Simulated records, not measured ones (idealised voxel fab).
process module | voxel self aligned contacts
cross-section cut | 215 nm wide | cells 5 nm
A cross-section is a grid of square cells, given in bands from the top down. A band is one or more rows of cells.
Each band's line starts with the height of the band's top and of its bottom, in nm. Then come its materials from left to right, each with its width in nm. One material with "throughout" fills the band from edge to edge. "air" is empty space.
Height 0 is the level under which the wafer as received is all one material. The lowest band goes on downwards, as in "0 down".
A width such as "30 to 40" changes by the same amount from each row of cells to the next, from the band's top row to its bottom row.
"no change" after a step means that no cell of the cross-section changed.
closed voids: empty space of 8 cells or more with no open way to the top, each as width x height at its distance from the left edge, in nm
after a step's settings: what the simulator itself notes on the step
overlay nm, on a step with a mask: how far to the right of its planned place the mask lay; to the left if negative
plan
1 op RECEIVE | material Si
2 op CONFORMAL_DEP | material SiO2 | thk nm 5
3 op DIRECTIONAL_DEP | material polySi | thk nm 30
4 op DIRECTIONAL_DEP | material SiN | thk nm 25
5 op PATTERN | tone cover | mask id GATE | material resist | width nm 30 | pitch nm 70 | thk nm 15 | overlay nm 0
6 op DIRECTIONAL_ETCH | etch materials SiN | depth nm 25
7 op DIRECTIONAL_ETCH | etch materials polySi | depth nm 30
8 op STRIP | etch materials resist
9 op CONFORMAL_DEP | material SiN | thk nm 10
10 op DIRECTIONAL_ETCH | etch materials SiN | depth nm 10
11 op FILL_DEP | material SiO2 | thk nm 10
12 op CMP | height nm 65
13 op DIRECTIONAL_DEP | material aC | thk nm 15
14 op PATTERN | tone open | mask id CONTACT | material resist | width nm 50 | pitch nm 70 | thk nm 35 | overlay nm 0
15 op DIRECTIONAL_ETCH | etch materials aC | depth nm 15
16 op STRIP | etch materials resist
17 op DIRECTIONAL_ETCH | etch materials SiO2 | depth nm 65
18 op STRIP | etch materials aC
19 op CONFORMAL_DEP | material TiN | thk nm 5
20 op FILL_DEP | material W | thk nm 10
21 op CMP | height nm 65
22 op CONFORMAL_DEP | material SiN | thk nm 5
as received, after step 1
  0 down: Si throughout
  closed voids: none
a wafer at the end: this start, this plan, one mistake
  70 to 65: SiN throughout
  65 to 40: SiO2 10 | SiN 10 | polySi 30 | SiN 10 | TiN 5 | W 10 | TiN 5 | SiN 10 | polySi 30 | SiN 10 | TiN 5 | W 10 | TiN 5 | SiN 10 | polySi 30 | SiN 10 | SiO2 15
  40 to 35: SiO2 10 | SiN 10 | polySi 30 | SiN 10 | TiN 20 | SiN 10 | polySi 30 | SiN 10 | TiN 20 | SiN 10 | polySi 30 | SiN 10 | SiO2 15
  35 to 5: polySi throughout
  5 to 0: SiO2 throughout
  0 down: Si throughout
  closed voids: none
what went wrong: step 3 was run twice
